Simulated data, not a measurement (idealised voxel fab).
The process module that follows is named voxel local oxidation.
In the cross-section labelled cut, the width is 145 nm and each square cell is 5 nm.
Think of the cross-section as a grid of square cells. We describe it in bands, top to bottom, and each band covers one or more rows of those cells. It is stipulated that each band's entry specify, in nanometres, the height of the top of the band and then that of its bottom, followed by the materials of the band in left-to-right sequence, each together with its width in nanometres. A single material marked by the word "edge to edge" is understood to fill the band from edge to edge; the word "empty" is understood to denote empty space. The level at which height equals 0 is the one under which the wafer, as it arrives, is entirely one material. No lower edge exists for the bottom band, which continues downward and is notated as in "0 -> down". Think of "30->40" as a width that walks from the first number to the second as you go down the band, top row to bottom row, taking equal-sized steps from row to row. When a step is marked "identical to before", none of the cells in the cross-section changed during that step. Empty spaces counting at least 8 cells and having no open way to the top are listed in "Entrapped void list". The notation width x height at distance is used for each, the distance being from the left edge and all three values in nm. Formally, on a step line, whatever follows the settings is a remark that the simulator itself makes on the step. The setting "overlay nm" may be written on the line of a step. When the step uses a mask, the value reports how far to the right of the planned place the mask lay, and a negative value reports that it lay to the left.
**The following list gives the planned process steps**
1) op RECEIVE | material Si
2) op OXIDIZE | depth nm 5
3) op CONFORMAL_DEP | material SiN | thk nm 10
4) op MASKED_ETCH | tone cover | mask id ACTIVE | width nm 110 | etch materials SiN | depth nm 10 | overlay nm 0
5) op SELECTIVE_ETCH | etch materials SiO2 | depth nm 5
6) op OXIDIZE | depth nm 15
7) op STRIP | etch materials SiN
**Here's what the wafer looked like in cross-section when it arrived - that's after step 1**
  0 -> down | Si edge to edge
  Entrapped void list: none
**Final wafer profile in cross-section after the module, from the same start and plan as above, with one mistake made during processing**
  0 -> -5 | empty=20; SiO2=105; empty=20
  -5 -> -20 | SiO2=35; Si=75; SiO2=35
  -20 -> down | Si edge to edge
  Entrapped void list: none
Finding, execution versus plan: step 4 ran differently from the plan; actual operation with settings: op MASKED_ETCH | tone cover | mask id ACTIVE | width nm 115 | etch materials SiN | depth nm 10 | overlay nm 0
